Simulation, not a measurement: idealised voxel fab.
process module | voxel double patterning
cross-section cut | 250 nm wide | cells 5 nm
A cross-section is a grid of square cells, given in bands from the top down. A band is one or more rows of cells.
Each band's line starts with the height of the band's top and of its bottom, in nm. Then come its materials from left to right, each with its width in nm. One material with "throughout" fills the band from edge to edge. "air" is empty space.
Height 0 is the level under which the wafer as received is all one material. The lowest band goes on downwards, as in "0 down".
A width such as "30 to 40" changes by the same amount from each row of cells to the next, from the band's top row to its bottom row.
"no change" after a step means that no cell of the cross-section changed.
closed voids: empty space of 8 cells or more with no open way to the top, each as width x height at its distance from the left edge, in nm
after a step's settings: what the simulator itself notes on the step
overlay nm, on a step with a mask: how far to the right of its planned place the mask lay; to the left if negative
Each pair below shows a cross-section before one step and the cross-section after it, down to the lowest band that changed. The line under each pair gives the step between them, with its settings. The pairs can come from different runs of this module on the same starting wafer, so a pair continues from the pair above only where its "before" says so.
before
  0 down: Si throughout
  closed voids: none
after
  10 to 0: SiO2 throughout
  below 0: unchanged
  closed voids: none
the step between: op CONFORMAL_DEP | material SiO2 | thk nm 10
before: the cross-section after the pair above
after
  30 to 10: polySi throughout
  below 10: unchanged
  closed voids: none
the step between: op DIRECTIONAL_DEP | material polySi | thk nm 20
before: the cross-section after the pair above
after
  35 to 30: SiN throughout
  below 30: unchanged
  closed voids: none
the step between: op DIRECTIONAL_DEP | material SiN | thk nm 5
before: the cross-section after the pair above
after
  35 to 30: SiN 65 | air 15 | SiN 35 | air 15 | SiN 35 | air 15 | SiN 70
  below 30: unchanged
  closed voids: none
the step between: op MASKED_ETCH | tone open | mask id FIRST | width nm 15 | pitch nm 50 | etch materials SiN | depth nm 5 | overlay nm 0
before: the cross-section after the pair above
after
  35 to 30: SiN 65 | air 15 | SiN 10 | air 15 | SiN 10 | air 15 | SiN 10 | air 15 | SiN 10 | air 15 | SiN 70
  below 30: unchanged
  closed voids: none
the step between: op MASKED_ETCH | tone open | mask id SECOND | width nm 15 | pitch nm 50 | etch materials SiN | depth nm 5 | overlay nm 0
before: the cross-section after the pair above
after
  35 to 30: SiN 65 | air 15 | SiN 10 | air 15 | SiN 10 | air 15 | SiN 10 | air 15 | SiN 10 | air 15 | SiN 70
  30 to 10: polySi 65 | air 15 | polySi 10 | air 15 | polySi 10 | air 15 | polySi 10 | air 15 | polySi 10 | air 15 | polySi 70
  below 10: unchanged
  closed voids: none
the step between: op DIRECTIONAL_ETCH | etch materials polySi | depth nm 20
before: the cross-section after the pair above
after
  30 to 10: polySi 65 | air 15 | polySi 10 | air 15 | polySi 10 | air 15 | polySi 10 | air 15 | polySi 10 | air 15 | polySi 70
  below 10: unchanged
  closed voids: none
the step between: op STRIP | etch materials SiN
before
  30 to 10: polySi throughout
  10 to 0: SiO2 throughout
  0 down: Si throughout
  closed voids: none
after
  50 to 10: polySi throughout
  below 10: unchanged
  closed voids: none
the step between: op DIRECTIONAL_DEP | material polySi | thk nm 20
before: the cross-section after the pair above
after
  55 to 50: SiN throughout
  below 50: unchanged
  closed voids: none
the step between: op DIRECTIONAL_DEP | material SiN | thk nm 5
before: the cross-section after the pair above
after
  55 to 50: SiN 65 | air 15 | SiN 35 | air 15 | SiN 35 | air 15 | SiN 70
  below 50: unchanged
  closed voids: none
the step between: op MASKED_ETCH | tone open | mask id FIRST | width nm 15 | pitch nm 50 | etch materials SiN | depth nm 5 | overlay nm 0
before: the cross-section after the pair above
after
  55 to 50: SiN 65 | air 15 | SiN 10 | air 15 | SiN 10 | air 15 | SiN 10 | air 15 | SiN 10 | air 15 | SiN 70
  below 50: unchanged
  closed voids: none
the step between: op MASKED_ETCH | tone open | mask id SECOND | width nm 15 | pitch nm 50 | etch materials SiN | depth nm 5 | overlay nm 0
before: the cross-section after the pair above
after
  55 to 50: SiN 65 | air 15 | SiN 10 | air 15 | SiN 10 | air 15 | SiN 10 | air 15 | SiN 10 | air 15 | SiN 70
  50 to 30: polySi 65 | air 15 | polySi 10 | air 15 | polySi 10 | air 15 | polySi 10 | air 15 | polySi 10 | air 15 | polySi 70
  below 30: unchanged
  closed voids: none
the step between: op DIRECTIONAL_ETCH | etch materials polySi | depth nm 20
before: the cross-section after the pair above
after
  50 to 30: polySi 65 | air 15 | polySi 10 | air 15 | polySi 10 | air 15 | polySi 10 | air 15 | polySi 10 | air 15 | polySi 70
  below 30: unchanged
  closed voids: none
the step between: op STRIP | etch materials SiN
before
  0 down: Si throughout
  closed voids: none
after
  20 to 0: polySi throughout
  below 0: unchanged
  closed voids: none
the step between: op DIRECTIONAL_DEP | material polySi | thk nm 20
before: the cross-section after the pair above
after
  30 to 20: SiO2 throughout
  below 20: unchanged
  closed voids: none
the step between: op CONFORMAL_DEP | material SiO2 | thk nm 10
before: the cross-section after the pair above
after
  35 to 30: SiN throughout
  below 30: unchanged
  closed voids: none
the step between: op DIRECTIONAL_DEP | material SiN | thk nm 5
before: the cross-section after the pair above
after
  35 to 30: SiN 65 | air 15 | SiN 35 | air 15 | SiN 35 | air 15 | SiN 70
  below 30: unchanged
  closed voids: none
the step between: op MASKED_ETCH | tone open | mask id FIRST | width nm 15 | pitch nm 50 | etch materials SiN | depth nm 5 | overlay nm 0
before: the cross-section after the pair above
after
  35 to 30: SiN 65 | air 15 | SiN 10 | air 15 | SiN 10 | air 15 | SiN 10 | air 15 | SiN 10 | air 15 | SiN 70
  below 30: unchanged
  closed voids: none
the step between: op MASKED_ETCH | tone open | mask id SECOND | width nm 15 | pitch nm 50 | etch materials SiN | depth nm 5 | overlay nm 0
before: the cross-section after the pair above
after
  30 to 20: SiO2 throughout
  below 20: unchanged
  closed voids: none
the step between: op STRIP | etch materials SiN
before
  35 to 30: SiN 65 | air 15 | SiN 10 | air 15 | SiN 10 | air 15 | SiN 10 | air 15 | SiN 10 | air 15 | SiN 70
  30 to 10: polySi throughout
  10 to 0: SiO2 throughout
  0 down: Si throughout
  closed voids: none
after
  35 to 30: SiN 65 | air 15 | SiN 10 | air 15 | SiN 10 | air 15 | SiN 10 | air 15 | SiN 10 | air 15 | SiN 70
  30 to 15: polySi 65 | air 15 | polySi 10 | air 15 | polySi 10 | air 15 | polySi 10 | air 15 | polySi 10 | air 15 | polySi 70
  below 15: unchanged
  closed voids: none
the step between: op DIRECTIONAL_ETCH | etch materials polySi | depth nm 15
before: the cross-section after the pair above
after
  30 to 15: polySi 65 | air 15 | polySi 10 | air 15 | polySi 10 | air 15 | polySi 10 | air 15 | polySi 10 | air 15 | polySi 70
  below 15: unchanged
  closed voids: none
the step between: op STRIP | etch materials SiN
before
  35 to 30: SiN 65 | air 15 | SiN 35 | air 15 | SiN 35 | air 15 | SiN 70
  30 to 10: polySi throughout
  10 to 0: SiO2 throughout
  0 down: Si throughout
  closed voids: none
after
  35 to 30: SiN 65 | air 15 | SiN 5 | air 25 | SiN 5 | air 15 | SiN 5 | air 25 | SiN 5 | air 15 | SiN 70
  below 30: unchanged
  closed voids: none
the step between: op MASKED_ETCH | tone open | mask id SECOND | width nm 25 | pitch nm 50 | etch materials SiN | depth nm 5 | overlay nm 0
before: the cross-section after the pair above
after
  35 to 30: SiN 65 | air 15 | SiN 5 | air 25 | SiN 5 | air 15 | SiN 5 | air 25 | SiN 5 | air 15 | SiN 70
  30 to 10: polySi 65 | air 15 | polySi 5 | air 25 | polySi 5 | air 15 | polySi 5 | air 25 | polySi 5 | air 15 | polySi 70
  below 10: unchanged
  closed voids: none
the step between: op DIRECTIONAL_ETCH | etch materials polySi | depth nm 20
before: the cross-section after the pair above
after
  30 to 10: polySi 65 | air 15 | polySi 5 | air 25 | polySi 5 | air 15 | polySi 5 | air 25 | polySi 5 | air 15 | polySi 70
  below 10: unchanged
  closed voids: none
the step between: op STRIP | etch materials SiN
before
  35 to 30: SiN 65 | air 15 | SiN 35 | air 15 | SiN 35 | air 15 | SiN 70
  30 to 10: polySi throughout
  10 to 0: SiO2 throughout
  0 down: Si throughout
  closed voids: none
after
  35 to 30: SiN 65 | air 15 | SiN 5 | air 15 | SiN 15 | air 15 | SiN 5 | air 15 | SiN 15 | air 15 | SiN 70
  below 30: unchanged
  closed voids: none
the step between: op MASKED_ETCH | tone open | mask id SECOND | width nm 15 | pitch nm 50 | etch materials SiN | depth nm 5 | overlay nm -5
before: the cross-section after the pair above
after
  35 to 30: SiN 65 | air 15 | SiN 5 | air 15 | SiN 15 | air 15 | SiN 5 | air 15 | SiN 15 | air 15 | SiN 70
  30 to 10: polySi 65 | air 15 | polySi 5 | air 15 | polySi 15 | air 15 | polySi 5 | air 15 | polySi 15 | air 15 | polySi 70
  below 10: unchanged
  closed voids: none
the step between: op DIRECTIONAL_ETCH | etch materials polySi | depth nm 20
before: the cross-section after the pair above
after
  30 to 10: polySi 65 | air 15 | polySi 5 | air 15 | polySi 15 | air 15 | polySi 5 | air 15 | polySi 15 | air 15 | polySi 70
  below 10: unchanged
  closed voids: none
the step between: op STRIP | etch materials SiN
before
  30 to 10: polySi throughout
  10 to 0: SiO2 throughout
  0 down: Si throughout
  closed voids: none
after
  35 to 30: SiO2 throughout
  below 30: unchanged
  closed voids: none
the step between: op DIRECTIONAL_DEP | material SiO2 | thk nm 5
before
  35 to 30: SiN throughout
  30 to 10: polySi throughout
  10 to 0: SiO2 throughout
  0 down: Si throughout
  closed voids: none
after
  35 to 30: air 65 | SiN 15 | air 35 | SiN 15 | air 35 | SiN 15 | air 70
  below 30: unchanged
  closed voids: none
the step between: op MASKED_ETCH | tone cover | mask id FIRST | width nm 15 | pitch nm 50 | etch materials SiN | depth nm 5 | overlay nm 0
before: the cross-section after the pair above
after
  35 to 30: air 65 | SiN 15 | air 35 | SiN 15 | air 35 | SiN 15 | air 70
  30 to 10: air 65 | polySi 15 | air 35 | polySi 15 | air 35 | polySi 15 | air 70
  below 10: unchanged
  closed voids: none
the step between: op DIRECTIONAL_ETCH | etch materials polySi | depth nm 20
before: the cross-section after the pair above
after
  30 to 10: air 65 | polySi 15 | air 35 | polySi 15 | air 35 | polySi 15 | air 70
  below 10: unchanged
  closed voids: none
the step between: op STRIP | etch materials SiN
